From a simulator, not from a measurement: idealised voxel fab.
Presented below is a process module, voxel spacer lines.
Pictured: cross-section cut, 180 nm wide, on a grid of 5 nm square cells.
If you're reading a cross-section in this doc, picture square cells in a grid; it comes to you as bands, top ones listed first down to the bottom, and a band can be one or more rows of cells.
Each band's line starts with the height of the band's top and of its bottom, in nm. Then come its materials from left to right, each with its width in nm. One material with "everywhere" fills the band from edge to edge. "air" is empty space.
We count height from 0. Below that, the starting wafer is all one material. The lowest band never ends at the bottom but goes on down; see "top 0, no bottom" for how that is written.
You'd read "30..40" like this: the band's top row of cells is as wide as the first number, its bottom row is as wide as the second, and going down, every row changes width by the same amount as the row before did.
Where a step carries "no alteration", the cross-section came out of it unchanged, cell for cell.
Enclosed voids (no open way to top), threshold 8 cells or more, entry "Sealed voids", notation width x height at distance, distance from left edge, nm.
On each step's line, the part that comes after the settings is the simulator's own comment on the step.
overlay nm: right-of-plan distance of the mask on a masked step; negative values mean left-of-plan.

-- The steps planned for the process are as follows
1. RECEIVE with material Si
2. CONFORMAL_DEP with material Al2O3, thk nm 5
3. DIRECTIONAL_DEP with material TiN, thk nm 15
4. DIRECTIONAL_DEP with material polySi, thk nm 25
5. PATTERN with tone cover, mask id MANDREL, material resist, width nm 25, pitch nm 80, thk nm 30, overlay nm 0
6. DIRECTIONAL_ETCH with etch materials polySi, depth nm 25
7. STRIP with etch materials resist
8. CONFORMAL_DEP with material SiO2, thk nm 15
9. DIRECTIONAL_ETCH with etch materials SiO2, depth nm 15
10. STRIP with etch materials polySi
11. DIRECTIONAL_ETCH with etch materials TiN, depth nm 15
12. STRIP with etch materials SiO2

-- Step 1 complete: cross-section of the wafer as received
top 0, no bottom = Si everywhere
Sealed voids: none

-- End-of-module cross-section of the first of two wafers, processed as planned
top 20, bottom 5 = air 20, then TiN 15, then air 25, then TiN 15, then air 25, then TiN 15, then air 25, then TiN 15, then air 25
top 5, bottom 0 = Al2O3 everywhere
top 0, no bottom = Si everywhere
Sealed voids: none

-- Second wafer cross-section at end of module - shared start and plan with the first, one mistake in the run
top 20, bottom 5 = air 35, then TiN 25, then air 55, then TiN 25, then air 40
top 5, bottom 0 = Al2O3 everywhere
top 0, no bottom = Si everywhere
Sealed voids: none
Against the plan, the run slipped here: note that step 5 departed from the planned setting and was carried out as PATTERN with tone open, mask id MANDREL, material resist, width nm 25, pitch nm 80, thk nm 30, overlay nm 0
Looking at both finished wafers in cells, the second ends up ahead of or behind the first on some materials: 6 fewer of TiN
